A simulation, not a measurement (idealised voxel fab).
process module | voxel spacer lines
The figure presents cross-section cut, which has a width of 220 nm and is divided into square cells with an edge length of 5 nm.
We lay out every cross-section as a grid of square cells and spell it out in bands from the top down, where one band means one or more rows of cells. A band entry consists of two parts. The first gives the height of the band's top and the height of its bottom, in nm. The rest lists the band's materials from left to right, each with its width in nm. A single material labelled with the word "everywhere" fills the band from edge to edge, and the word "empty" marks empty space. Beneath 0, the wafer as received is one material, and that level is where height counting begins. The lowest band goes on downward without a bottom; it is written like "0 down". Read "30 to 40" as a graded width: first number on top, second number at the bottom, same change between each pair of neighbouring rows. Any step labelled "changes: none" changed none of the cells in the cross-section. The list in "Enclosed cavities" covers empty spaces of 8 cells or more that cannot reach the top through any open way, and it gives each as width x height at distance; the distance is from the left edge, and width, height and distance are in nm. On a step's line, text after the settings is the simulator commenting on that step. overlay nm: mask right of planned place by this much (step with mask). Neg. = left.

## So here's the lineup of process steps we planned
step 1: RECEIVE: material Si
step 2: CONFORMAL_DEP: material Al2O3, thk nm 10
step 3: DIRECTIONAL_DEP: material TiN, thk nm 10
step 4: DIRECTIONAL_DEP: material aC, thk nm 20
step 5: PATTERN: tone cover, mask id MANDREL, material resist, width nm 20, pitch nm 60, thk nm 30, overlay nm 0
step 6: DIRECTIONAL_ETCH: etch materials aC, depth nm 20
step 7: STRIP: etch materials resist
step 8: CONFORMAL_DEP: material SiN, thk nm 10
step 9: DIRECTIONAL_ETCH: etch materials SiN, depth nm 10
step 10: STRIP: etch materials aC
step 11: DIRECTIONAL_ETCH: etch materials TiN, depth nm 10
step 12: STRIP: etch materials SiN

## So this is the incoming wafer in cross-section - it's already been through step 1
	0 down = Si everywhere
	Enclosed cavities: none

## Cross-section taken at module completion on the first of two wafers; processed per the plan
	20 to 10 = empty 30 nm; TiN 10 nm; empty 20 nm; TiN 10 nm; empty 20 nm; TiN 10 nm; empty 20 nm; TiN 10 nm; empty 20 nm; TiN 10 nm; empty 20 nm; TiN 10 nm; empty 30 nm
	10 to 0 = Al2O3 everywhere
	0 down = Si everywhere
	Enclosed cavities: none

## Cross-sectional view of the second of two wafers upon completion of the module. This wafer shared its starting condition and process plan with the first; one error was made during its execution
	20 to 10 = empty 40 nm; TiN 20 nm; empty 40 nm; TiN 20 nm; empty 40 nm; TiN 20 nm; empty 40 nm
	10 to 0 = Al2O3 everywhere
	0 down = Si everywhere
	Enclosed cavities: none
What went wrong in running the wafer? step 5 ran with different settings than intended, the actual operation and settings being PATTERN: tone open, mask id MANDREL, material resist, width nm 20, pitch nm 60, thk nm 30, overlay nm 0
End check, second vs first wafer: material counts in cells match, positions do not.
